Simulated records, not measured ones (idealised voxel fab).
Name of the process module below: voxel wiring stack
The cross-section on display is named cut; it measures 200 nm wide, and its cells are 5 nm squares.
Square cells in a grid make up a cross-section in this document, and the grid is given as bands, listed from the top down, each one or more rows of cells. Heights first: top, then bottom, in nm. Then materials, left to right, each with a width in nm. "edge to edge" on a single material: fills the band edge to edge. "air": empty space. Zero point of the height axis is 0; under it, received wafer = one material. Lowest band: continues down indefinitely, "from 0 down". Width "30->40": first value at the band's top row of cells, second value at its bottom row, equal change from row to row. "no alteration" for a step: no cell of the cross-section changed in that step. The entry titled "Enclosed void inventory" provides the empty spaces that have no open way to the top, restricted to those of 8 cells or more. Each is presented as width x height at distance, the distance being measured from the left edge, with all three in nm. Note: text after step settings on the step line = simulator remark on that step. You can add "overlay nm" to a step's line. For a step with a mask, it describes how far the mask lay to the right of its planned position, and a negative number describes a lay to the left.

THE PROCESS STEPS THAT WERE PLANNED ARE LISTED BELOW
1) op RECEIVE | material Si
2) op CONFORMAL_DEP | material SiO2 | thk nm 15
3) op DIRECTIONAL_DEP | material TiN | thk nm 5
4) op DIRECTIONAL_DEP | material Ru | thk nm 15
5) op MASKED_ETCH | tone cover | mask id METAL_1 | width nm 25 | pitch nm 50 | etch materials Ru | depth nm 15 | overlay nm 0
6) op MASKED_ETCH | tone cover | mask id METAL_1 | width nm 25 | pitch nm 50 | etch materials TiN | depth nm 5 | overlay nm 0
7) op CONFORMAL_DEP | material SiCN | thk nm 5
8) op FILL_DEP | material SiO2 | thk nm 5
9) op CMP | height nm 35
10) op CONFORMAL_DEP | material SiCN | thk nm 5
11) op DIRECTIONAL_DEP | material SiO2 | thk nm 20
12) op DIRECTIONAL_DEP | material aC | thk nm 10
13) op PATTERN | tone open | mask id PLUG_1 | material resist | width nm 15 | pitch nm 50 | thk nm 25 | overlay nm 0
14) op DIRECTIONAL_ETCH | etch materials aC | depth nm 10
15) op STRIP | etch materials resist
16) op DIRECTIONAL_ETCH | etch materials SiO2 | depth nm 20
17) op DIRECTIONAL_ETCH | etch materials SiCN | depth nm 5
18) op STRIP | etch materials aC
19) op EPI | material Ru | thk nm 10
20) op EPI | material Ru | thk nm 10
21) op EPI | material Ru | thk nm 5
22) op DIRECTIONAL_DEP | material TiN | thk nm 5
23) op DIRECTIONAL_DEP | material Ru | thk nm 20
24) op MASKED_ETCH | tone cover | mask id METAL_2 | width nm 25 | pitch nm 50 | etch materials Ru | depth nm 20 | overlay nm 0
25) op MASKED_ETCH | tone cover | mask id METAL_2 | width nm 25 | pitch nm 50 | etch materials TiN | depth nm 5 | overlay nm 0
26) op CONFORMAL_DEP | material SiN | thk nm 5
27) op FILL_DEP | material SiO2 | thk nm 10
28) op CMP | height nm 85
29) op CONFORMAL_DEP | material SiCN | thk nm 5
30) op DIRECTIONAL_DEP | material lowk | thk nm 15
31) op PATTERN | tone open | mask id PLUG_2 | material resist | width nm 15 | thk nm 15 | overlay nm 0
32) op DIRECTIONAL_ETCH | etch materials lowk | depth nm 15
33) op DIRECTIONAL_ETCH | etch materials SiCN | depth nm 5
34) op STRIP | etch materials resist
35) op CONFORMAL_DEP | material TiN | thk nm 5
36) op FILL_DEP | material Cu | thk nm 10
37) op CMP | height nm 105
38) op DIRECTIONAL_DEP | material TiN | thk nm 5
39) op DIRECTIONAL_DEP | material Ru | thk nm 15
40) op MASKED_ETCH | tone cover | mask id METAL_3 | width nm 25 | pitch nm 50 | etch materials Ru | depth nm 15 | overlay nm 0
41) op MASKED_ETCH | tone cover | mask id METAL_3 | width nm 25 | pitch nm 50 | etch materials TiN | depth nm 5 | overlay nm 0
42) op CONFORMAL_DEP | material SiCN | thk nm 5
43) op FILL_DEP | material lowk | thk nm 10
44) op CMP | height nm 125
45) op CONFORMAL_DEP | material SiCN | thk nm 5

SO, THE FIRST OF OUR TWO WAFERS, RUN JUST AS WE PLANNED IT

CROSS-SECTION OF THE WAFER AS IT CAME TO US, I.E., ALREADY THROUGH STEP 1
  from 0 down = Si edge to edge
  Enclosed void inventory: none

THE WAFER, SEEN IN CROSS-SECTION, AFTER STEP 2
  from 15 to 0 = SiO2 edge to edge
  Beneath the level 0, the cross-section is identical to its previous state.

THE WAFER, SEEN IN CROSS-SECTION, AFTER STEP 3
  from 20 to 15 = TiN edge to edge
  Beneath the level 15, the cross-section is identical to its previous state.

THE WAFER, SEEN IN CROSS-SECTION, AFTER STEP 4
  from 35 to 20 = Ru edge to edge
  Beneath the level 20, the cross-section is identical to its previous state.

THE WAFER, SEEN IN CROSS-SECTION, AFTER STEP 5
  from 35 to 20 = air: 60, then Ru: 25, then air: 25, then Ru: 25, then air: 65
  Beneath the level 20, the cross-section is identical to its previous state.

THE WAFER, SEEN IN CROSS-SECTION, AFTER STEP 6
  from 35 to 20 = air: 60, then Ru: 25, then air: 25, then Ru: 25, then air: 65
  from 20 to 15 = air: 60, then TiN: 25, then air: 25, then TiN: 25, then air: 65
  Beneath the level 15, the cross-section is identical to its previous state.

THE WAFER, SEEN IN CROSS-SECTION, AFTER STEP 7
  from 40 to 35 = air: 55, then SiCN: 35, then air: 15, then SiCN: 35, then air: 60
  from 35 to 20 = air: 55, then SiCN: 5, then Ru: 25, then SiCN: 5, then air: 15, then SiCN: 5, then Ru: 25, then SiCN: 5, then air: 60
  from 20 to 15 = SiCN: 60, then TiN: 25, then SiCN: 25, then TiN: 25, then SiCN: 65
  Beneath the level 15, the cross-section is identical to its previous state.

THE WAFER, SEEN IN CROSS-SECTION, AFTER STEP 8
  from 45 to 40 = SiO2 edge to edge
  from 40 to 35 = SiO2: 55, then SiCN: 35, then SiO2: 15, then SiCN: 35, then SiO2: 60
  from 35 to 20 = SiO2: 55, then SiCN: 5, then Ru: 25, then SiCN: 5, then SiO2: 15, then SiCN: 5, then Ru: 25, then SiCN: 5, then SiO2: 60
  Beneath the level 20, the cross-section is identical to its previous state.

THE WAFER, SEEN IN CROSS-SECTION, AFTER STEP 9
  from 35 to 20 = SiO2: 55, then SiCN: 5, then Ru: 25, then SiCN: 5, then SiO2: 15, then SiCN: 5, then Ru: 25, then SiCN: 5, then SiO2: 60
  Beneath the level 20, the cross-section is identical to its previous state.

THE WAFER, SEEN IN CROSS-SECTION, AFTER STEP 10
  from 40 to 35 = SiCN edge to edge
  Beneath the level 35, the cross-section is identical to its previous state.

THE WAFER, SEEN IN CROSS-SECTION, AFTER STEP 11
  from 60 to 40 = SiO2 edge to edge
  Beneath the level 40, the cross-section is identical to its previous state.

THE WAFER, SEEN IN CROSS-SECTION, AFTER STEP 12
  from 70 to 60 = aC edge to edge
  Beneath the level 60, the cross-section is identical to its previous state.

THE WAFER, SEEN IN CROSS-SECTION, AFTER STEP 13
  from 95 to 70 = resist: 60, then air: 15, then resist: 35, then air: 15, then resist: 75
  Beneath the level 70, the cross-section is identical to its previous state.

THE WAFER, SEEN IN CROSS-SECTION, AFTER STEP 14
  from 85 to 70 = resist: 60, then air: 15, then resist: 35, then air: 15, then resist: 75
  from 70 to 60 = aC: 60, then air: 15, then aC: 35, then air: 15, then aC: 75
  Beneath the level 60, the cross-section is identical to its previous state.

THE WAFER, SEEN IN CROSS-SECTION, AFTER STEP 15
  from 70 to 60 = aC: 60, then air: 15, then aC: 35, then air: 15, then aC: 75
  Beneath the level 60, the cross-section is identical to its previous state.

THE WAFER, SEEN IN CROSS-SECTION, AFTER STEP 16
  from 70 to 60 = aC: 60, then air: 15, then aC: 35, then air: 15, then aC: 75
  from 60 to 40 = SiO2: 60, then air: 15, then SiO2: 35, then air: 15, then SiO2: 75
  Beneath the level 40, the cross-section is identical to its previous state.

THE WAFER, SEEN IN CROSS-SECTION, AFTER STEP 17
  from 70 to 60 = aC: 60, then air: 15, then aC: 35, then air: 15, then aC: 75
  from 60 to 40 = SiO2: 60, then air: 15, then SiO2: 35, then air: 15, then SiO2: 75
  from 40 to 35 = SiCN: 60, then air: 15, then SiCN: 35, then air: 15, then SiCN: 75
  Beneath the level 35, the cross-section is identical to its previous state.

THE WAFER, SEEN IN CROSS-SECTION, AFTER STEP 18
  from 60 to 40 = SiO2: 60, then air: 15, then SiO2: 35, then air: 15, then SiO2: 75
  Beneath the level 40, the cross-section is identical to its previous state.

THE WAFER, SEEN IN CROSS-SECTION, AFTER STEP 19
  from 60 to 45 = SiO2: 60, then air: 15, then SiO2: 35, then air: 15, then SiO2: 75
  from 45 to 40 = SiO2: 60, then Ru: 15, then SiO2: 35, then Ru: 15, then SiO2: 75
  from 40 to 35 = SiCN: 60, then Ru: 15, then SiCN: 35, then Ru: 15, then SiCN: 75
  Beneath the level 35, the cross-section is identical to its previous state.

THE WAFER, SEEN IN CROSS-SECTION, AFTER STEP 20
  from 60 to 55 = SiO2: 60, then air: 15, then SiO2: 35, then air: 15, then SiO2: 75
  from 55 to 40 = SiO2: 60, then Ru: 15, then SiO2: 35, then Ru: 15, then SiO2: 75
  Beneath the level 40, the cross-section is identical to its previous state.

THE WAFER, SEEN IN CROSS-SECTION, AFTER STEP 21
  from 60 to 40 = SiO2: 60, then Ru: 15, then SiO2: 35, then Ru: 15, then SiO2: 75
  Beneath the level 40, the cross-section is identical to its previous state.

THE WAFER, SEEN IN CROSS-SECTION, AFTER STEP 22
  from 65 to 60 = TiN edge to edge
  Beneath the level 60, the cross-section is identical to its previous state.

THE WAFER, SEEN IN CROSS-SECTION, AFTER STEP 23
  from 85 to 65 = Ru edge to edge
  Beneath the level 65, the cross-section is identical to its previous state.

THE WAFER, SEEN IN CROSS-SECTION, AFTER STEP 24
  from 85 to 65 = air: 60, then Ru: 25, then air: 25, then Ru: 25, then air: 65
  Beneath the level 65, the cross-section is identical to its previous state.

THE WAFER, SEEN IN CROSS-SECTION, AFTER STEP 25
  from 85 to 65 = air: 60, then Ru: 25, then air: 25, then Ru: 25, then air: 65
  from 65 to 60 = air: 60, then TiN: 25, then air: 25, then TiN: 25, then air: 65
  Beneath the level 60, the cross-section is identical to its previous state.

THE WAFER, SEEN IN CROSS-SECTION, AFTER STEP 26
  from 90 to 85 = air: 55, then SiN: 35, then air: 15, then SiN: 35, then air: 60
  from 85 to 65 = air: 55, then SiN: 5, then Ru: 25, then SiN: 5, then air: 15, then SiN: 5, then Ru: 25, then SiN: 5, then air: 60
  from 65 to 60 = SiN: 60, then TiN: 25, then SiN: 25, then TiN: 25, then SiN: 65
  Beneath the level 60, the cross-section is identical to its previous state.

THE WAFER, SEEN IN CROSS-SECTION, AFTER STEP 27
  from 100 to 90 = SiO2 edge to edge
  from 90 to 85 = SiO2: 55, then SiN: 35, then SiO2: 15, then SiN: 35, then SiO2: 60
  from 85 to 65 = SiO2: 55, then SiN: 5, then Ru: 25, then SiN: 5, then SiO2: 15, then SiN: 5, then Ru: 25, then SiN: 5, then SiO2: 60
  Beneath the level 65, the cross-section is identical to its previous state.

THE WAFER, SEEN IN CROSS-SECTION, AFTER STEP 28
  from 85 to 65 = SiO2: 55, then SiN: 5, then Ru: 25, then SiN: 5, then SiO2: 15, then SiN: 5, then Ru: 25, then SiN: 5, then SiO2: 60
  Beneath the level 65, the cross-section is identical to its previous state.

THE WAFER, SEEN IN CROSS-SECTION, AFTER STEP 29
  from 90 to 85 = SiCN edge to edge
  Beneath the level 85, the cross-section is identical to its previous state.

THE WAFER, SEEN IN CROSS-SECTION, AFTER STEP 30
  from 105 to 90 = lowk edge to edge
  Beneath the level 90, the cross-section is identical to its previous state.

THE WAFER, SEEN IN CROSS-SECTION, AFTER STEP 31
  from 120 to 105 = resist: 60, then air: 15, then resist: 125
  Beneath the level 105, the cross-section is identical to its previous state.

THE WAFER, SEEN IN CROSS-SECTION, AFTER STEP 32
  from 120 to 105 = resist: 60, then air: 15, then resist: 125
  from 105 to 90 = lowk: 60, then air: 15, then lowk: 125
  Beneath the level 90, the cross-section is identical to its previous state.

THE WAFER, SEEN IN CROSS-SECTION, AFTER STEP 33
  from 120 to 105 = resist: 60, then air: 15, then resist: 125
  from 105 to 90 = lowk: 60, then air: 15, then lowk: 125
  from 90 to 85 = SiCN: 60, then air: 15, then SiCN: 125
  Beneath the level 85, the cross-section is identical to its previous state.

THE WAFER, SEEN IN CROSS-SECTION, AFTER STEP 34
  from 105 to 90 = lowk: 60, then air: 15, then lowk: 125
  Beneath the level 90, the cross-section is identical to its previous state.

THE WAFER, SEEN IN CROSS-SECTION, AFTER STEP 35
  from 110 to 105 = TiN: 65, then air: 5, then TiN: 130
  from 105 to 90 = lowk: 60, then TiN: 5, then air: 5, then TiN: 5, then lowk: 125
  from 90 to 85 = SiCN: 60, then TiN: 15, then SiCN: 125
  Beneath the level 85, the cross-section is identical to its previous state.

THE WAFER, SEEN IN CROSS-SECTION, AFTER STEP 36
  from 120 to 110 = Cu edge to edge
  from 110 to 105 = TiN: 65, then Cu: 5, then TiN: 130
  from 105 to 90 = lowk: 60, then TiN: 5, then Cu: 5, then TiN: 5, then lowk: 125
  Beneath the level 90, the cross-section is identical to its previous state.

THE WAFER, SEEN IN CROSS-SECTION, AFTER STEP 37
  from 105 to 90 = lowk: 60, then TiN: 5, then Cu: 5, then TiN: 5, then lowk: 125
  Beneath the level 90, the cross-section is identical to its previous state.

THE WAFER, SEEN IN CROSS-SECTION, AFTER STEP 38
  from 110 to 105 = TiN edge to edge
  Beneath the level 105, the cross-section is identical to its previous state.

THE WAFER, SEEN IN CROSS-SECTION, AFTER STEP 39
  from 125 to 110 = Ru edge to edge
  Beneath the level 110, the cross-section is identical to its previous state.

THE WAFER, SEEN IN CROSS-SECTION, AFTER STEP 40
  from 125 to 110 = air: 60, then Ru: 25, then air: 25, then Ru: 25, then air: 65
  Beneath the level 110, the cross-section is identical to its previous state.

THE WAFER, SEEN IN CROSS-SECTION, AFTER STEP 41
  from 125 to 110 = air: 60, then Ru: 25, then air: 25, then Ru: 25, then air: 65
  from 110 to 105 = air: 60, then TiN: 25, then air: 25, then TiN: 25, then air: 65
  Beneath the level 105, the cross-section is identical to its previous state.

THE WAFER, SEEN IN CROSS-SECTION, AFTER STEP 42
  from 130 to 125 = air: 55, then SiCN: 35, then air: 15, then SiCN: 35, then air: 60
  from 125 to 110 = air: 55, then SiCN: 5, then Ru: 25, then SiCN: 5, then air: 15, then SiCN: 5, then Ru: 25, then SiCN: 5, then air: 60
  from 110 to 105 = SiCN: 60, then TiN: 25, then SiCN: 25, then TiN: 25, then SiCN: 65
  Beneath the level 105, the cross-section is identical to its previous state.

THE WAFER, SEEN IN CROSS-SECTION, AFTER STEP 43
  from 140 to 130 = lowk edge to edge
  from 130 to 125 = lowk: 55, then SiCN: 35, then lowk: 15, then SiCN: 35, then lowk: 60
  from 125 to 110 = lowk: 55, then SiCN: 5, then Ru: 25, then SiCN: 5, then lowk: 15, then SiCN: 5, then Ru: 25, then SiCN: 5, then lowk: 60
  Beneath the level 110, the cross-section is identical to its previous state.

THE WAFER, SEEN IN CROSS-SECTION, AFTER STEP 44
  from 125 to 110 = lowk: 55, then SiCN: 5, then Ru: 25, then SiCN: 5, then lowk: 15, then SiCN: 5, then Ru: 25, then SiCN: 5, then lowk: 60
  Beneath the level 110, the cross-section is identical to its previous state.

THE WAFER, SEEN IN CROSS-SECTION, AFTER STEP 45
  from 130 to 125 = SiCN edge to edge
  Beneath the level 125, the cross-section is identical to its previous state.

SECOND WAFER, SAME STARTING STATE AND PLAN AS THE FIRST, ONE MISTAKE IN THE RUN, IDENTICAL THROUGH STEP 21

Second wafer profile in section, at the moment step 22 of the plan was meant to be complete: no alteration

SECOND WAFER PROFILE IN SECTION, AT THE MOMENT STEP 23 OF THE PLAN WAS MEANT TO BE COMPLETE
  from 80 to 60 = Ru edge to edge
  Beneath the level 60, the cross-section is identical to its previous state.

SECOND WAFER PROFILE IN SECTION, AT THE MOMENT STEP 24 OF THE PLAN WAS MEANT TO BE COMPLETE
  from 80 to 60 = air: 60, then Ru: 25, then air: 25, then Ru: 25, then air: 65
  Beneath the level 60, the cross-section is identical to its previous state.

Second wafer profile in section, at the moment step 25 of the plan was meant to be complete: no alteration

SECOND WAFER PROFILE IN SECTION, AT THE MOMENT STEP 26 OF THE PLAN WAS MEANT TO BE COMPLETE
  from 85 to 80 = air: 55, then SiN: 35, then air: 15, then SiN: 35, then air: 60
  from 80 to 65 = air: 55, then SiN: 5, then Ru: 25, then SiN: 5, then air: 15, then SiN: 5, then Ru: 25, then SiN: 5, then air: 60
  from 65 to 60 = SiN: 60, then Ru: 25, then SiN: 25, then Ru: 25, then SiN: 65
  Beneath the level 60, the cross-section is identical to its previous state.

SECOND WAFER PROFILE IN SECTION, AT THE MOMENT STEP 27 OF THE PLAN WAS MEANT TO BE COMPLETE
  from 95 to 85 = SiO2 edge to edge
  from 85 to 80 = SiO2: 55, then SiN: 35, then SiO2: 15, then SiN: 35, then SiO2: 60
  from 80 to 65 = SiO2: 55, then SiN: 5, then Ru: 25, then SiN: 5, then SiO2: 15, then SiN: 5, then Ru: 25, then SiN: 5, then SiO2: 60
  Beneath the level 65, the cross-section is identical to its previous state.

SECOND WAFER PROFILE IN SECTION, AT THE MOMENT STEP 28 OF THE PLAN WAS MEANT TO BE COMPLETE
  from 85 to 80 = SiO2: 55, then SiN: 35, then SiO2: 15, then SiN: 35, then SiO2: 60
  Beneath the level 80, the cross-section is identical to its previous state.

SECOND WAFER PROFILE IN SECTION, AT THE MOMENT STEP 29 OF THE PLAN WAS MEANT TO BE COMPLETE
  from 90 to 85 = SiCN edge to edge
  Beneath the level 85, the cross-section is identical to its previous state.

SECOND WAFER PROFILE IN SECTION, AT THE MOMENT STEP 30 OF THE PLAN WAS MEANT TO BE COMPLETE
  from 105 to 90 = lowk edge to edge
  Beneath the level 90, the cross-section is identical to its previous state.

SECOND WAFER PROFILE IN SECTION, AT THE MOMENT STEP 31 OF THE PLAN WAS MEANT TO BE COMPLETE
  from 120 to 105 = resist: 60, then air: 15, then resist: 125
  Beneath the level 105, the cross-section is identical to its previous state.

SECOND WAFER PROFILE IN SECTION, AT THE MOMENT STEP 32 OF THE PLAN WAS MEANT TO BE COMPLETE
  from 120 to 105 = resist: 60, then air: 15, then resist: 125
  from 105 to 90 = lowk: 60, then air: 15, then lowk: 125
  Beneath the level 90, the cross-section is identical to its previous state.

SECOND WAFER PROFILE IN SECTION, AT THE MOMENT STEP 33 OF THE PLAN WAS MEANT TO BE COMPLETE
  from 120 to 105 = resist: 60, then air: 15, then resist: 125
  from 105 to 90 = lowk: 60, then air: 15, then lowk: 125
  from 90 to 85 = SiCN: 60, then air: 15, then SiCN: 125
  Beneath the level 85, the cross-section is identical to its previous state.

SECOND WAFER PROFILE IN SECTION, AT THE MOMENT STEP 34 OF THE PLAN WAS MEANT TO BE COMPLETE
  from 105 to 90 = lowk: 60, then air: 15, then lowk: 125
  Beneath the level 90, the cross-section is identical to its previous state.

SECOND WAFER PROFILE IN SECTION, AT THE MOMENT STEP 35 OF THE PLAN WAS MEANT TO BE COMPLETE
  from 110 to 105 = TiN: 65, then air: 5, then TiN: 130
  from 105 to 90 = lowk: 60, then TiN: 5, then air: 5, then TiN: 5, then lowk: 125
  from 90 to 85 = SiCN: 60, then TiN: 15, then SiCN: 125
  Beneath the level 85, the cross-section is identical to its previous state.

SECOND WAFER PROFILE IN SECTION, AT THE MOMENT STEP 36 OF THE PLAN WAS MEANT TO BE COMPLETE
  from 120 to 110 = Cu edge to edge
  from 110 to 105 = TiN: 65, then Cu: 5, then TiN: 130
  from 105 to 90 = lowk: 60, then TiN: 5, then Cu: 5, then TiN: 5, then lowk: 125
  Beneath the level 90, the cross-section is identical to its previous state.

SECOND WAFER PROFILE IN SECTION, AT THE MOMENT STEP 37 OF THE PLAN WAS MEANT TO BE COMPLETE
  from 105 to 90 = lowk: 60, then TiN: 5, then Cu: 5, then TiN: 5, then lowk: 125
  Beneath the level 90, the cross-section is identical to its previous state.

SECOND WAFER PROFILE IN SECTION, AT THE MOMENT STEP 38 OF THE PLAN WAS MEANT TO BE COMPLETE
  from 110 to 105 = TiN edge to edge
  Beneath the level 105, the cross-section is identical to its previous state.

SECOND WAFER PROFILE IN SECTION, AT THE MOMENT STEP 39 OF THE PLAN WAS MEANT TO BE COMPLETE
  from 125 to 110 = Ru edge to edge
  Beneath the level 110, the cross-section is identical to its previous state.

SECOND WAFER PROFILE IN SECTION, AT THE MOMENT STEP 40 OF THE PLAN WAS MEANT TO BE COMPLETE
  from 125 to 110 = air: 60, then Ru: 25, then air: 25, then Ru: 25, then air: 65
  Beneath the level 110, the cross-section is identical to its previous state.

SECOND WAFER PROFILE IN SECTION, AT THE MOMENT STEP 41 OF THE PLAN WAS MEANT TO BE COMPLETE
  from 125 to 110 = air: 60, then Ru: 25, then air: 25, then Ru: 25, then air: 65
  from 110 to 105 = air: 60, then TiN: 25, then air: 25, then TiN: 25, then air: 65
  Beneath the level 105, the cross-section is identical to its previous state.

SECOND WAFER PROFILE IN SECTION, AT THE MOMENT STEP 42 OF THE PLAN WAS MEANT TO BE COMPLETE
  from 130 to 125 = air: 55, then SiCN: 35, then air: 15, then SiCN: 35, then air: 60
  from 125 to 110 = air: 55, then SiCN: 5, then Ru: 25, then SiCN: 5, then air: 15, then SiCN: 5, then Ru: 25, then SiCN: 5, then air: 60
  from 110 to 105 = SiCN: 60, then TiN: 25, then SiCN: 25, then TiN: 25, then SiCN: 65
  Beneath the level 105, the cross-section is identical to its previous state.

SECOND WAFER PROFILE IN SECTION, AT THE MOMENT STEP 43 OF THE PLAN WAS MEANT TO BE COMPLETE
  from 140 to 130 = lowk edge to edge
  from 130 to 125 = lowk: 55, then SiCN: 35, then lowk: 15, then SiCN: 35, then lowk: 60
  from 125 to 110 = lowk: 55, then SiCN: 5, then Ru: 25, then SiCN: 5, then lowk: 15, then SiCN: 5, then Ru: 25, then SiCN: 5, then lowk: 60
  Beneath the level 110, the cross-section is identical to its previous state.

SECOND WAFER PROFILE IN SECTION, AT THE MOMENT STEP 44 OF THE PLAN WAS MEANT TO BE COMPLETE
  from 125 to 110 = lowk: 55, then SiCN: 5, then Ru: 25, then SiCN: 5, then lowk: 15, then SiCN: 5, then Ru: 25, then SiCN: 5, then lowk: 60
  Beneath the level 110, the cross-section is identical to its previous state.

SECOND WAFER PROFILE IN SECTION, AT THE MOMENT STEP 45 OF THE PLAN WAS MEANT TO BE COMPLETE
  from 130 to 125 = SiCN edge to edge
  Beneath the level 125, the cross-section is identical to its previous state.
Against the plan, the run slipped here: step 22 of the plan got skipped, so it never ran
Final comparison by cell count, materials where the second wafer has more or fewer than the first: +10 SiN | -10 TiN
